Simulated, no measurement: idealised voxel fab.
Process module name: voxel transistor to metal
The cross-section shown here is cut; it is 205 nm wide and divided into square cells measuring 5 nm on a side.
How to read a cross-section here: the picture is a grid of square cells, written as bands going from the top down, and any band can span one or more rows of cells. Top height, bottom height, nm. Materials left to right, width each, nm. Single material + "throughout" = fills band edge to edge. "air" = empty. Heights are reckoned from 0. Under this level, the received wafer is all of one material. The bottommost band is open-ended downward, for example "top 0, no bottom". The two numbers in a width such as "30 to 40" mark its ends across the band: the first belongs to the top row of cells, the second to the bottom row, and from each row to the next the width moves by the same amount. It should be understood that the words "remains unaltered", when stated for a given step, signify that the cross-section underwent no change in any of its cells during that step. Empty spaces without an open route to the top, at least 8 cells in extent, make up the entry "Closed cavity list"; each is given as width x height at distance, where the distance is measured from the left edge, and all are in nm. Text after the settings on a step's line: the simulator's own remark on that step. A step's line can hold "overlay nm"; with a mask on that step, the setting says how far right of the planned place the mask lay, while a negative setting says it lay to the left.

This section lists the process steps that were planned:
step 1: RECEIVE (material Si)
step 2: OXIDIZE (depth nm 5)
step 3: CONFORMAL_DEP (material SiN; thk nm 10)
step 4: MASKED_ETCH (tone cover; mask id ACTIVE; width nm 95; etch materials SiN; depth nm 10; overlay nm 0)
step 5: MASKED_ETCH (tone cover; mask id ACTIVE; width nm 95; etch materials SiO2; depth nm 5; overlay nm 0)
step 6: MASKED_ETCH (tone cover; mask id ACTIVE; width nm 95; etch materials Si; depth nm 30; overlay nm 0)
step 7: OXIDIZE (depth nm 5)
step 8: FILL_DEP (material SiO2; thk nm 5)
step 9: CMP (height nm 10)
step 10: SELECTIVE_ETCH (etch materials SiO2; depth nm 5)
step 11: STRIP (etch materials SiN)
step 12: SELECTIVE_ETCH (etch materials SiO2; depth nm 5)
step 13: OXIDIZE (depth nm 5)
step 14: DIRECTIONAL_DEP (material polySi; thk nm 20)
step 15: DIRECTIONAL_DEP (material SiCN; thk nm 10)
step 16: MASKED_ETCH (tone cover; mask id GATE; width nm 25; etch materials SiCN; depth nm 20; overlay nm 0)
step 17: MASKED_ETCH (tone cover; mask id GATE; width nm 25; etch materials polySi; depth nm 30; overlay nm 0)
step 18: CONFORMAL_DEP (material SiO2; thk nm 5)
step 19: DIRECTIONAL_ETCH (etch materials SiO2; depth nm 5)
step 20: CONFORMAL_DEP (material SiN; thk nm 5)
step 21: DIRECTIONAL_ETCH (etch materials SiN; depth nm 5)
step 22: DIRECTIONAL_ETCH (etch materials SiO2; depth nm 5)
step 23: EPI (material pSi; thk nm 5)
step 24: FILL_DEP (material SiO2; thk nm 10)
step 25: CMP (height nm 25)
step 26: DIRECTIONAL_DEP (material SiO2; thk nm 10)
step 27: DIRECTIONAL_DEP (material aC; thk nm 15)
step 28: PATTERN (tone open; mask id CONTACT; material resist; width nm 15; pitch nm 70; thk nm 35; overlay nm 0)
step 29: DIRECTIONAL_ETCH (etch materials aC; depth nm 15)
step 30: STRIP (etch materials resist)
step 31: DIRECTIONAL_ETCH (etch materials SiO2; depth nm 40)
step 32: STRIP (etch materials aC)
step 33: CONFORMAL_DEP (material TiN; thk nm 5)
step 34: FILL_DEP (material W; thk nm 10)
step 35: CMP (height nm 35)
step 36: CONFORMAL_DEP (material SiCN; thk nm 5)
step 37: DIRECTIONAL_DEP (material lowk; thk nm 20)
step 38: MASKED_ETCH (tone open; mask id METAL_1; width nm 15; pitch nm 70; etch materials lowk; depth nm 20; overlay nm 0)
step 39: MASKED_ETCH (tone open; mask id METAL_1; width nm 15; pitch nm 70; etch materials SiCN; depth nm 5; overlay nm 0)
step 40: CONFORMAL_DEP (material TiN; thk nm 5)
step 41: FILL_DEP (material Cu; thk nm 10)
step 42: CMP (height nm 60)
step 43: CONFORMAL_DEP (material SiN; thk nm 5)

As received (post step 1): cross-section:
	top 0, no bottom | Si throughout
	Closed cavity list: none

Wafer cross-section at module end: first of two, run to plan:
	top 65, bottom 60 | SiN throughout
	top 60, bottom 40 | 60 of lowk; 5 of TiN; 5 of Cu; 5 of TiN; 55 of lowk; 5 of TiN; 5 of Cu; 5 of TiN; 60 of lowk
	top 40, bottom 35 | 60 of SiCN; 15 of TiN; 55 of SiCN; 15 of TiN; 60 of SiCN
	top 35, bottom 25 | 60 of SiO2; 5 of TiN; 5 of W; 5 of TiN; 55 of SiO2; 5 of TiN; 5 of W; 5 of TiN; 60 of SiO2
	top 25, bottom 15 | 60 of SiO2; 5 of TiN; 5 of W; 5 of TiN; 5 of SiO2; 5 of SiN; 5 of SiO2; 25 of SiCN; 5 of SiO2; 5 of SiN; 5 of SiO2; 5 of TiN; 5 of W; 5 of TiN; 60 of SiO2
	top 15, bottom 0 | 60 of SiO2; 5 of TiN; 5 of W; 5 of TiN; 5 of SiO2; 5 of SiN; 5 of SiO2; 25 of polySi; 5 of SiO2; 5 of SiN; 5 of SiO2; 5 of TiN; 5 of W; 5 of TiN; 60 of SiO2
	top 0, bottom -5 | 55 of SiO2; 5 of SiN; 15 of TiN; 5 of SiO2; 5 of SiN; 5 of SiO2; 25 of polySi; 5 of SiO2; 5 of SiN; 5 of SiO2; 15 of TiN; 5 of SiN; 55 of SiO2
	top -5, bottom -10 | 60 of SiO2; 20 of pSi; 45 of SiO2; 20 of pSi; 60 of SiO2
	top -10, bottom -40 | 60 of SiO2; 85 of Si; 60 of SiO2
	top -40, no bottom | Si throughout
	Closed cavity list: none

Cross-section, wafer two of two, end of module: same start and plan as wafer one, one error in execution:
	top 65, bottom 60 | SiN throughout
	top 60, bottom 40 | 60 of lowk; 5 of TiN; 5 of Cu; 5 of TiN; 55 of lowk; 5 of TiN; 5 of Cu; 5 of TiN; 60 of lowk
	top 40, bottom 35 | 60 of SiCN; 15 of TiN; 55 of SiCN; 15 of TiN; 60 of SiCN
	top 35, bottom 25 | 60 of SiO2; 5 of TiN; 5 of W; 5 of TiN; 55 of SiO2; 5 of TiN; 5 of W; 5 of TiN; 60 of SiO2
	top 25, bottom 15 | 60 of SiO2; 5 of TiN; 5 of W; 5 of TiN; 5 of SiO2; 5 of SiN; 5 of SiO2; 25 of SiCN; 5 of SiO2; 5 of SiN; 5 of SiO2; 5 of TiN; 5 of W; 5 of TiN; 60 of SiO2
	top 15, bottom 5 | 60 of SiO2; 5 of TiN; 5 of W; 5 of TiN; 5 of SiO2; 5 of SiN; 5 of SiO2; 25 of polySi; 5 of SiO2; 5 of SiN; 5 of SiO2; 5 of TiN; 5 of W; 5 of TiN; 60 of SiO2
	top 5, bottom 0 | 60 of SiO2; 5 of TiN; 5 of W; 5 of TiN; 5 of SiO2; 5 of SiN; 5 of SiO2; 25 of polySi; 5 of SiO2; 5 of SiN; 5 of SiO2; 15 of TiN; 60 of SiO2
	top 0, bottom -5 | 50 of SiO2; 5 of SiN; 5 of SiO2; 15 of TiN; 5 of SiO2; 5 of SiN; 5 of SiO2; 25 of polySi; 5 of SiO2; 5 of SiN; 5 of SiO2; 10 of TiN; 5 of SiN; 60 of SiO2
	top -5, bottom -10 | 55 of SiO2; 25 of pSi; 45 of SiO2; 15 of pSi; 65 of SiO2
	top -10, bottom -40 | 55 of SiO2; 90 of Si; 60 of SiO2
	top -40, no bottom | Si throughout
	Closed cavity list: none
Want to know what went wrong? step 4 did not use the planned setting and instead ran as MASKED_ETCH (tone cover; mask id ACTIVE; width nm 95; etch materials SiN; depth nm 10; overlay nm -5)
Final comparison by cell count, materials where the second wafer has more or fewer than the first: Si +6 | SiO2 -5 | W -1
